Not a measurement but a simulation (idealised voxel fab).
Process module under the name voxel capacitor over wiring
Cross-section cut: width 210 nm, square cells of 5 nm.
Cross-sections here: square-cell grids, written as top-down lists of bands, a band being one or more rows of cells. Look at the band entry: it leads with the top's height and the bottom's height in nm. Then it lists the materials left to right, with a width in nm for each. The word "everywhere" on a single material says that material fills the band edge to edge. The word "empty" is empty space. Beneath 0, the wafer as received is one material, and that level is where height counting begins. The lowest band goes on downward without a bottom; it is written like "0 -> down". The width entry "30->40" should be interpreted row by row: the top row of cells in the band takes the first number, the bottom row takes the second number, and the change between adjacent rows is uniform throughout. When a step is marked "left unchanged", none of the cells in the cross-section changed during that step. Each empty space that has no open way to the top and spans at least 8 cells appears under "Catalogued sealed voids" as width x height at distance, the distance counted from the left edge, all in nm. Past the settings on a step's line: simulator remark, on that step. A step line may carry the setting "overlay nm", which, for steps involving a mask, states the distance by which the mask lay to the right of its intended position; negative values denote displacement to the left.

-- These are the steps we planned for the process
1. RECEIVE (material Si)
2. CONFORMAL_DEP (material SiO2; thk nm 15)
3. DIRECTIONAL_DEP (material TiN; thk nm 5)
4. DIRECTIONAL_DEP (material W; thk nm 20)
5. PATTERN (tone cover; mask id METAL_1; material resist; width nm 25; pitch nm 85; thk nm 15; overlay nm 0)
6. DIRECTIONAL_ETCH (etch materials W; depth nm 20)
7. DIRECTIONAL_ETCH (etch materials TiN; depth nm 5)
8. STRIP (etch materials resist)
9. CONFORMAL_DEP (material SiN; thk nm 5)
10. FILL_DEP (material lowk; thk nm 5)
11. CMP (height nm 40)
12. CONFORMAL_DEP (material SiCN; thk nm 5)
13. DIRECTIONAL_DEP (material lowk; thk nm 15)
14. DIRECTIONAL_DEP (material aC; thk nm 15)
15. PATTERN (tone open; mask id PLUG_1; material resist; width nm 15; thk nm 30; overlay nm 0)
16. DIRECTIONAL_ETCH (etch materials aC; depth nm 15)
17. STRIP (etch materials resist)
18. DIRECTIONAL_ETCH (etch materials lowk; depth nm 15)
19. DIRECTIONAL_ETCH (etch materials SiCN; depth nm 5)
20. STRIP (etch materials aC)
21. EPI (material Ru; thk nm 10)
22. EPI (material Ru; thk nm 10)
23. DIRECTIONAL_DEP (material TiN; thk nm 10)
24. DIRECTIONAL_DEP (material SiN; thk nm 5)
25. DIRECTIONAL_DEP (material TiN; thk nm 5)
26. PATTERN (tone cover; mask id UPPER_PLATE; material resist; width nm 65; thk nm 15; overlay nm 0)
27. DIRECTIONAL_ETCH (etch materials TiN; depth nm 5)
28. DIRECTIONAL_ETCH (etch materials SiN; depth nm 5)
29. STRIP (etch materials resist)
30. PATTERN (tone cover; mask id LOWER_PLATE; material resist; width nm 75; thk nm 20; overlay nm 0)
31. DIRECTIONAL_ETCH (etch materials TiN; depth nm 10)
32. STRIP (etch materials resist)
33. FILL_DEP (material SiO2; thk nm 15)
34. CMP (height nm 90)
35. DIRECTIONAL_DEP (material aC; thk nm 10)
36. PATTERN (tone open; mask id PLUG_2; material resist; width nm 15; thk nm 30; overlay nm 0)
37. DIRECTIONAL_ETCH (etch materials aC; depth nm 10)
38. STRIP (etch materials resist)
39. DIRECTIONAL_ETCH (etch materials SiO2; depth nm 10)
40. STRIP (etch materials aC)
41. CONFORMAL_DEP (material TiN; thk nm 5)
42. FILL_DEP (material Ru; thk nm 10)
43. CMP (height nm 90)
44. CONFORMAL_DEP (material SiCN; thk nm 5)

-- Wafer, first of two, run as planned

-- Incoming wafer in cross-section (state: after step 1)
	0 -> down = Si everywhere
	Catalogued sealed voids: none

-- The wafer in cross-section once step 2 is complete
	15 -> 0 = SiO2 everywhere
	below 0: unchanged

-- The wafer in cross-section once step 3 is complete
	20 -> 15 = TiN everywhere
	below 15: unchanged

-- The wafer in cross-section once step 4 is complete
	40 -> 20 = W everywhere
	below 20: unchanged

-- The wafer in cross-section once step 5 is complete
	55 -> 40 = empty 50 nm | resist 25 nm | empty 60 nm | resist 25 nm | empty 50 nm
	below 40: unchanged

-- The wafer in cross-section once step 6 is complete
	55 -> 40 = empty 50 nm | resist 25 nm | empty 60 nm | resist 25 nm | empty 50 nm
	40 -> 20 = empty 50 nm | W 25 nm | empty 60 nm | W 25 nm | empty 50 nm
	below 20: unchanged

-- The wafer in cross-section once step 7 is complete
	55 -> 40 = empty 50 nm | resist 25 nm | empty 60 nm | resist 25 nm | empty 50 nm
	40 -> 20 = empty 50 nm | W 25 nm | empty 60 nm | W 25 nm | empty 50 nm
	20 -> 15 = empty 50 nm | TiN 25 nm | empty 60 nm | TiN 25 nm | empty 50 nm
	below 15: unchanged

-- The wafer in cross-section once step 8 is complete
	40 -> 20 = empty 50 nm | W 25 nm | empty 60 nm | W 25 nm | empty 50 nm
	below 20: unchanged

-- The wafer in cross-section once step 9 is complete
	45 -> 40 = empty 45 nm | SiN 35 nm | empty 50 nm | SiN 35 nm | empty 45 nm
	40 -> 20 = empty 45 nm | SiN 5 nm | W 25 nm | SiN 5 nm | empty 50 nm | SiN 5 nm | W 25 nm | SiN 5 nm | empty 45 nm
	20 -> 15 = SiN 50 nm | TiN 25 nm | SiN 60 nm | TiN 25 nm | SiN 50 nm
	below 15: unchanged

-- The wafer in cross-section once step 10 is complete
	50 -> 45 = lowk everywhere
	45 -> 40 = lowk 45 nm | SiN 35 nm | lowk 50 nm | SiN 35 nm | lowk 45 nm
	40 -> 20 = lowk 45 nm | SiN 5 nm | W 25 nm | SiN 5 nm | lowk 50 nm | SiN 5 nm | W 25 nm | SiN 5 nm | lowk 45 nm
	below 20: unchanged

-- The wafer in cross-section once step 11 is complete
	40 -> 20 = lowk 45 nm | SiN 5 nm | W 25 nm | SiN 5 nm | lowk 50 nm | SiN 5 nm | W 25 nm | SiN 5 nm | lowk 45 nm
	below 20: unchanged

-- The wafer in cross-section once step 12 is complete
	45 -> 40 = SiCN everywhere
	below 40: unchanged

-- The wafer in cross-section once step 13 is complete
	60 -> 45 = lowk everywhere
	below 45: unchanged

-- The wafer in cross-section once step 14 is complete
	75 -> 60 = aC everywhere
	below 60: unchanged

-- The wafer in cross-section once step 15 is complete
	105 -> 75 = resist 60 nm | empty 15 nm | resist 135 nm
	below 75: unchanged

-- The wafer in cross-section once step 16 is complete
	90 -> 75 = resist 60 nm | empty 15 nm | resist 135 nm
	75 -> 60 = aC 60 nm | empty 15 nm | aC 135 nm
	below 60: unchanged

-- The wafer in cross-section once step 17 is complete
	75 -> 60 = aC 60 nm | empty 15 nm | aC 135 nm
	below 60: unchanged

-- The wafer in cross-section once step 18 is complete
	75 -> 60 = aC 60 nm | empty 15 nm | aC 135 nm
	60 -> 45 = lowk 60 nm | empty 15 nm | lowk 135 nm
	below 45: unchanged

-- The wafer in cross-section once step 19 is complete
	75 -> 60 = aC 60 nm | empty 15 nm | aC 135 nm
	60 -> 45 = lowk 60 nm | empty 15 nm | lowk 135 nm
	45 -> 40 = SiCN 60 nm | empty 15 nm | SiCN 135 nm
	below 40: unchanged

-- The wafer in cross-section once step 20 is complete
	60 -> 45 = lowk 60 nm | empty 15 nm | lowk 135 nm
	below 45: unchanged

-- The wafer in cross-section once step 21 is complete
	60 -> 50 = lowk 60 nm | empty 15 nm | lowk 135 nm
	50 -> 45 = lowk 60 nm | Ru 15 nm | lowk 135 nm
	45 -> 40 = SiCN 60 nm | Ru 15 nm | SiCN 135 nm
	below 40: unchanged

-- The wafer in cross-section once step 22 is complete
	60 -> 45 = lowk 60 nm | Ru 15 nm | lowk 135 nm
	below 45: unchanged

-- The wafer in cross-section once step 23 is complete
	70 -> 60 = TiN everywhere
	below 60: unchanged

-- The wafer in cross-section once step 24 is complete
	75 -> 70 = SiN everywhere
	below 70: unchanged

-- The wafer in cross-section once step 25 is complete
	80 -> 75 = TiN everywhere
	below 75: unchanged

-- The wafer in cross-section once step 26 is complete
	95 -> 80 = empty 60 nm | resist 65 nm | empty 85 nm
	below 80: unchanged

-- The wafer in cross-section once step 27 is complete
	95 -> 80 = empty 60 nm | resist 65 nm | empty 85 nm
	80 -> 75 = empty 60 nm | TiN 65 nm | empty 85 nm
	below 75: unchanged

-- The wafer in cross-section once step 28 is complete
	95 -> 80 = empty 60 nm | resist 65 nm | empty 85 nm
	80 -> 75 = empty 60 nm | TiN 65 nm | empty 85 nm
	75 -> 70 = empty 60 nm | SiN 65 nm | empty 85 nm
	below 70: unchanged

-- The wafer in cross-section once step 29 is complete
	80 -> 75 = empty 60 nm | TiN 65 nm | empty 85 nm
	below 75: unchanged

-- The wafer in cross-section once step 30 is complete
	100 -> 80 = empty 55 nm | resist 75 nm | empty 80 nm
	80 -> 75 = empty 55 nm | resist 5 nm | TiN 65 nm | resist 5 nm | empty 80 nm
	75 -> 70 = empty 55 nm | resist 5 nm | SiN 65 nm | resist 5 nm | empty 80 nm
	below 70: unchanged

-- The wafer in cross-section once step 31 is complete
	100 -> 80 = empty 55 nm | resist 75 nm | empty 80 nm
	80 -> 75 = empty 55 nm | resist 5 nm | TiN 65 nm | resist 5 nm | empty 80 nm
	75 -> 70 = empty 55 nm | resist 5 nm | SiN 65 nm | resist 5 nm | empty 80 nm
	70 -> 60 = empty 55 nm | TiN 75 nm | empty 80 nm
	below 60: unchanged

-- The wafer in cross-section once step 32 is complete
	80 -> 75 = empty 60 nm | TiN 65 nm | empty 85 nm
	75 -> 70 = empty 60 nm | SiN 65 nm | empty 85 nm
	below 70: unchanged

-- The wafer in cross-section once step 33 is complete
	95 -> 80 = SiO2 everywhere
	80 -> 75 = SiO2 60 nm | TiN 65 nm | SiO2 85 nm
	75 -> 70 = SiO2 60 nm | SiN 65 nm | SiO2 85 nm
	70 -> 60 = SiO2 55 nm | TiN 75 nm | SiO2 80 nm
	below 60: unchanged

-- The wafer in cross-section once step 34 is complete
	90 -> 80 = SiO2 everywhere
	below 80: unchanged

-- The wafer in cross-section once step 35 is complete
	100 -> 90 = aC everywhere
	below 90: unchanged

-- The wafer in cross-section once step 36 is complete
	130 -> 100 = resist 70 nm | empty 15 nm | resist 125 nm
	below 100: unchanged

-- The wafer in cross-section once step 37 is complete
	120 -> 100 = resist 70 nm | empty 15 nm | resist 125 nm
	100 -> 90 = aC 70 nm | empty 15 nm | aC 125 nm
	below 90: unchanged

-- The wafer in cross-section once step 38 is complete
	100 -> 90 = aC 70 nm | empty 15 nm | aC 125 nm
	below 90: unchanged

-- The wafer in cross-section once step 39 is complete
	100 -> 90 = aC 70 nm | empty 15 nm | aC 125 nm
	90 -> 80 = SiO2 70 nm | empty 15 nm | SiO2 125 nm
	below 80: unchanged

-- The wafer in cross-section once step 40 is complete
	90 -> 80 = SiO2 70 nm | empty 15 nm | SiO2 125 nm
	below 80: unchanged

-- The wafer in cross-section once step 41 is complete
	95 -> 90 = TiN 75 nm | empty 5 nm | TiN 130 nm
	90 -> 85 = SiO2 70 nm | TiN 5 nm | empty 5 nm | TiN 5 nm | SiO2 125 nm
	85 -> 75 = SiO2 70->60 nm | TiN 15->65 nm | SiO2 125->85 nm
	below 75: unchanged

-- The wafer in cross-section once step 42 is complete
	105 -> 95 = Ru everywhere
	95 -> 90 = TiN 75 nm | Ru 5 nm | TiN 130 nm
	90 -> 85 = SiO2 70 nm | TiN 5 nm | Ru 5 nm | TiN 5 nm | SiO2 125 nm
	below 85: unchanged

-- The wafer in cross-section once step 43 is complete
	90 -> 85 = SiO2 70 nm | TiN 5 nm | Ru 5 nm | TiN 5 nm | SiO2 125 nm
	below 85: unchanged

-- The wafer in cross-section once step 44 is complete
	95 -> 90 = SiCN everywhere
	below 90: unchanged

-- Second of two: same start, same plan, one run error; steps up to and including 4 match the first

-- Cross-section: second wafer, time at which step 5 was scheduled to end
	55 -> 40 = empty 60 nm | resist 25 nm | empty 60 nm | resist 25 nm | empty 40 nm
	below 40: unchanged

-- Cross-section: second wafer, time at which step 6 was scheduled to end
	55 -> 40 = empty 60 nm | resist 25 nm | empty 60 nm | resist 25 nm | empty 40 nm
	40 -> 20 = empty 60 nm | W 25 nm | empty 60 nm | W 25 nm | empty 40 nm
	below 20: unchanged

-- Cross-section: second wafer, time at which step 7 was scheduled to end
	55 -> 40 = empty 60 nm | resist 25 nm | empty 60 nm | resist 25 nm | empty 40 nm
	40 -> 20 = empty 60 nm | W 25 nm | empty 60 nm | W 25 nm | empty 40 nm
	20 -> 15 = empty 60 nm | TiN 25 nm | empty 60 nm | TiN 25 nm | empty 40 nm
	below 15: unchanged

-- Cross-section: second wafer, time at which step 8 was scheduled to end
	40 -> 20 = empty 60 nm | W 25 nm | empty 60 nm | W 25 nm | empty 40 nm
	below 20: unchanged

-- Cross-section: second wafer, time at which step 9 was scheduled to end
	45 -> 40 = empty 55 nm | SiN 35 nm | empty 50 nm | SiN 35 nm | empty 35 nm
	40 -> 20 = empty 55 nm | SiN 5 nm | W 25 nm | SiN 5 nm | empty 50 nm | SiN 5 nm | W 25 nm | SiN 5 nm | empty 35 nm
	20 -> 15 = SiN 60 nm | TiN 25 nm | SiN 60 nm | TiN 25 nm | SiN 40 nm
	below 15: unchanged

-- Cross-section: second wafer, time at which step 10 was scheduled to end
	50 -> 45 = lowk everywhere
	45 -> 40 = lowk 55 nm | SiN 35 nm | lowk 50 nm | SiN 35 nm | lowk 35 nm
	40 -> 20 = lowk 55 nm | SiN 5 nm | W 25 nm | SiN 5 nm | lowk 50 nm | SiN 5 nm | W 25 nm | SiN 5 nm | lowk 35 nm
	below 20: unchanged

-- Cross-section: second wafer, time at which step 11 was scheduled to end
	40 -> 20 = lowk 55 nm | SiN 5 nm | W 25 nm | SiN 5 nm | lowk 50 nm | SiN 5 nm | W 25 nm | SiN 5 nm | lowk 35 nm
	below 20: unchanged

-- Cross-section: second wafer, time at which step 12 was scheduled to end
	45 -> 40 = SiCN everywhere
	below 40: unchanged

-- Cross-section: second wafer, time at which step 13 was scheduled to end
	60 -> 45 = lowk everywhere
	below 45: unchanged

-- Cross-section: second wafer, time at which step 14 was scheduled to end
	75 -> 60 = aC everywhere
	below 60: unchanged

-- Cross-section: second wafer, time at which step 15 was scheduled to end
	105 -> 75 = resist 60 nm | empty 15 nm | resist 135 nm
	below 75: unchanged

-- Cross-section: second wafer, time at which step 16 was scheduled to end
	90 -> 75 = resist 60 nm | empty 15 nm | resist 135 nm
	75 -> 60 = aC 60 nm | empty 15 nm | aC 135 nm
	below 60: unchanged

-- Cross-section: second wafer, time at which step 17 was scheduled to end
	75 -> 60 = aC 60 nm | empty 15 nm | aC 135 nm
	below 60: unchanged

-- Cross-section: second wafer, time at which step 18 was scheduled to end
	75 -> 60 = aC 60 nm | empty 15 nm | aC 135 nm
	60 -> 45 = lowk 60 nm | empty 15 nm | lowk 135 nm
	below 45: unchanged

-- Cross-section: second wafer, time at which step 19 was scheduled to end
	75 -> 60 = aC 60 nm | empty 15 nm | aC 135 nm
	60 -> 45 = lowk 60 nm | empty 15 nm | lowk 135 nm
	45 -> 40 = SiCN 60 nm | empty 15 nm | SiCN 135 nm
	below 40: unchanged

-- Cross-section: second wafer, time at which step 20 was scheduled to end
	60 -> 45 = lowk 60 nm | empty 15 nm | lowk 135 nm
	below 45: unchanged

-- Cross-section: second wafer, time at which step 21 was scheduled to end
	60 -> 50 = lowk 60 nm | empty 15 nm | lowk 135 nm
	50 -> 45 = lowk 60 nm | Ru 15 nm | lowk 135 nm
	45 -> 40 = SiCN 60 nm | Ru 15 nm | SiCN 135 nm
	below 40: unchanged

-- Cross-section: second wafer, time at which step 22 was scheduled to end
	60 -> 45 = lowk 60 nm | Ru 15 nm | lowk 135 nm
	below 45: unchanged

-- Cross-section: second wafer, time at which step 23 was scheduled to end
	70 -> 60 = TiN everywhere
	below 60: unchanged

-- Cross-section: second wafer, time at which step 24 was scheduled to end
	75 -> 70 = SiN everywhere
	below 70: unchanged

-- Cross-section: second wafer, time at which step 25 was scheduled to end
	80 -> 75 = TiN everywhere
	below 75: unchanged

-- Cross-section: second wafer, time at which step 26 was scheduled to end
	95 -> 80 = empty 60 nm | resist 65 nm | empty 85 nm
	below 80: unchanged

-- Cross-section: second wafer, time at which step 27 was scheduled to end
	95 -> 80 = empty 60 nm | resist 65 nm | empty 85 nm
	80 -> 75 = empty 60 nm | TiN 65 nm | empty 85 nm
	below 75: unchanged

-- Cross-section: second wafer, time at which step 28 was scheduled to end
	95 -> 80 = empty 60 nm | resist 65 nm | empty 85 nm
	80 -> 75 = empty 60 nm | TiN 65 nm | empty 85 nm
	75 -> 70 = empty 60 nm | SiN 65 nm | empty 85 nm
	below 70: unchanged

-- Cross-section: second wafer, time at which step 29 was scheduled to end
	80 -> 75 = empty 60 nm | TiN 65 nm | empty 85 nm
	below 75: unchanged

-- Cross-section: second wafer, time at which step 30 was scheduled to end
	100 -> 80 = empty 55 nm | resist 75 nm | empty 80 nm
	80 -> 75 = empty 55 nm | resist 5 nm | TiN 65 nm | resist 5 nm | empty 80 nm
	75 -> 70 = empty 55 nm | resist 5 nm | SiN 65 nm | resist 5 nm | empty 80 nm
	below 70: unchanged

-- Cross-section: second wafer, time at which step 31 was scheduled to end
	100 -> 80 = empty 55 nm | resist 75 nm | empty 80 nm
	80 -> 75 = empty 55 nm | resist 5 nm | TiN 65 nm | resist 5 nm | empty 80 nm
	75 -> 70 = empty 55 nm | resist 5 nm | SiN 65 nm | resist 5 nm | empty 80 nm
	70 -> 60 = empty 55 nm | TiN 75 nm | empty 80 nm
	below 60: unchanged

-- Cross-section: second wafer, time at which step 32 was scheduled to end
	80 -> 75 = empty 60 nm | TiN 65 nm | empty 85 nm
	75 -> 70 = empty 60 nm | SiN 65 nm | empty 85 nm
	below 70: unchanged

-- Cross-section: second wafer, time at which step 33 was scheduled to end
	95 -> 80 = SiO2 everywhere
	80 -> 75 = SiO2 60 nm | TiN 65 nm | SiO2 85 nm
	75 -> 70 = SiO2 60 nm | SiN 65 nm | SiO2 85 nm
	70 -> 60 = SiO2 55 nm | TiN 75 nm | SiO2 80 nm
	below 60: unchanged

-- Cross-section: second wafer, time at which step 34 was scheduled to end
	90 -> 80 = SiO2 everywhere
	below 80: unchanged

-- Cross-section: second wafer, time at which step 35 was scheduled to end
	100 -> 90 = aC everywhere
	below 90: unchanged

-- Cross-section: second wafer, time at which step 36 was scheduled to end
	130 -> 100 = resist 70 nm | empty 15 nm | resist 125 nm
	below 100: unchanged

-- Cross-section: second wafer, time at which step 37 was scheduled to end
	120 -> 100 = resist 70 nm | empty 15 nm | resist 125 nm
	100 -> 90 = aC 70 nm | empty 15 nm | aC 125 nm
	below 90: unchanged

-- Cross-section: second wafer, time at which step 38 was scheduled to end
	100 -> 90 = aC 70 nm | empty 15 nm | aC 125 nm
	below 90: unchanged

-- Cross-section: second wafer, time at which step 39 was scheduled to end
	100 -> 90 = aC 70 nm | empty 15 nm | aC 125 nm
	90 -> 80 = SiO2 70 nm | empty 15 nm | SiO2 125 nm
	below 80: unchanged

-- Cross-section: second wafer, time at which step 40 was scheduled to end
	90 -> 80 = SiO2 70 nm | empty 15 nm | SiO2 125 nm
	below 80: unchanged

-- Cross-section: second wafer, time at which step 41 was scheduled to end
	95 -> 90 = TiN 75 nm | empty 5 nm | TiN 130 nm
	90 -> 85 = SiO2 70 nm | TiN 5 nm | empty 5 nm | TiN 5 nm | SiO2 125 nm
	85 -> 75 = SiO2 70->60 nm | TiN 15->65 nm | SiO2 125->85 nm
	below 75: unchanged

-- Cross-section: second wafer, time at which step 42 was scheduled to end
	105 -> 95 = Ru everywhere
	95 -> 90 = TiN 75 nm | Ru 5 nm | TiN 130 nm
	90 -> 85 = SiO2 70 nm | TiN 5 nm | Ru 5 nm | TiN 5 nm | SiO2 125 nm
	below 85: unchanged

-- Cross-section: second wafer, time at which step 43 was scheduled to end
	90 -> 85 = SiO2 70 nm | TiN 5 nm | Ru 5 nm | TiN 5 nm | SiO2 125 nm
	below 85: unchanged

-- Cross-section: second wafer, time at which step 44 was scheduled to end
	95 -> 90 = SiCN everywhere
	below 90: unchanged
Run error: off-plan run, step 5, actual operation and settings PATTERN (tone cover; mask id METAL_1; material resist; width nm 25; pitch nm 85; thk nm 15; overlay nm 10)
When the process is done, the second wafer contains the same cell count of every material as the first wafer, but distributed over other locations.
